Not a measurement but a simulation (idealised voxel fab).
Process module in this document: voxel tone inversion
Square cell edge 5 nm, section width 175 nm, ID cut.
Just so we're on the same page, the cross-sections are grids of square cells, and they're listed out in bands top to bottom, each band one or more rows deep. What a band's entry tells you: where the top is and where the bottom is, as heights in nm, and after that what lies inside, material by material from left to right, each with its width in nm. Empty space is written as the word "air", and a single material marked with the word "full width" occupies the band from edge to edge. Zero point of the height axis is 0; under it, received wafer = one material. Lowest band: continues down indefinitely, "z 0 and below". Think of "30 to 40" as a width that walks from the first number to the second as you go down the band, top row to bottom row, taking equal-sized steps from row to row. When a step is marked "no modification", none of the cells in the cross-section changed during that step. Entry "Sealed void listing". Content: empty spaces with no open connection to the top, size 8 cells or greater. Each: width x height at distance. Distance: from left edge. Unit: nm. Read whatever lies past the settings on a step's line as the simulator's own remark about the step. You can add "overlay nm" to a step's line. For a step with a mask, it describes how far the mask lay to the right of its planned position, and a negative number describes a lay to the left.
Process steps foreseen in the plan:
1) op RECEIVE | material Si
2) op CONFORMAL_DEP | material SiN | thk nm 5
3) op DIRECTIONAL_DEP | material aC | thk nm 15
4) op PATTERN | tone cover | mask id POSTS | material resist | width nm 25 | pitch nm 55 | thk nm 20 | overlay nm 0
5) op DIRECTIONAL_ETCH | etch materials aC | depth nm 15
6) op STRIP | etch materials resist
7) op FILL_DEP | material lowk | thk nm 5
8) op CMP | height nm 20
9) op STRIP | etch materials aC
10) op CONFORMAL_DEP | material TiN | thk nm 5
11) op FILL_DEP | material Ru | thk nm 5
12) op CMP | height nm 20
13) op CONFORMAL_DEP | material SiCN | thk nm 5
As received (post step 1): cross-section:
    z 0 and below | Si full width
    Sealed void listing: none
first wafer at the end, as planned:
    z 25 to 20 | SiCN full width
    z 20 to 10 | lowk 20; TiN 5; Ru 15; TiN 5; lowk 30; TiN 5; Ru 15; TiN 5; lowk 30; TiN 5; Ru 15; TiN 5; lowk 20
    z 10 to 5 | lowk 20; TiN 25; lowk 30; TiN 25; lowk 30; TiN 25; lowk 20
    z 5 to 0 | SiN full width
    z 0 and below | Si full width
    Sealed void listing: none
Here's the second of our two wafers sectioned at module end. Same start as the first, same plan, but one mistake got made running it:
    z 25 to 20 | SiCN full width
    z 20 to 15 | SiN full width
    z 15 to 0 | aC full width
    z 0 and below | Si full width
    Sealed void listing: none
It is concluded that the wafer was processed incorrectly with respect to the plan, in that steps 2 and 3 of the plan were each performed in the slot designated for the other
It is noted that, at the conclusion of processing, the second wafer exhibits a higher or lower cell count for certain materials relative to the first: -18 Ru, -27 TiN, +105 aC, -60 lowk
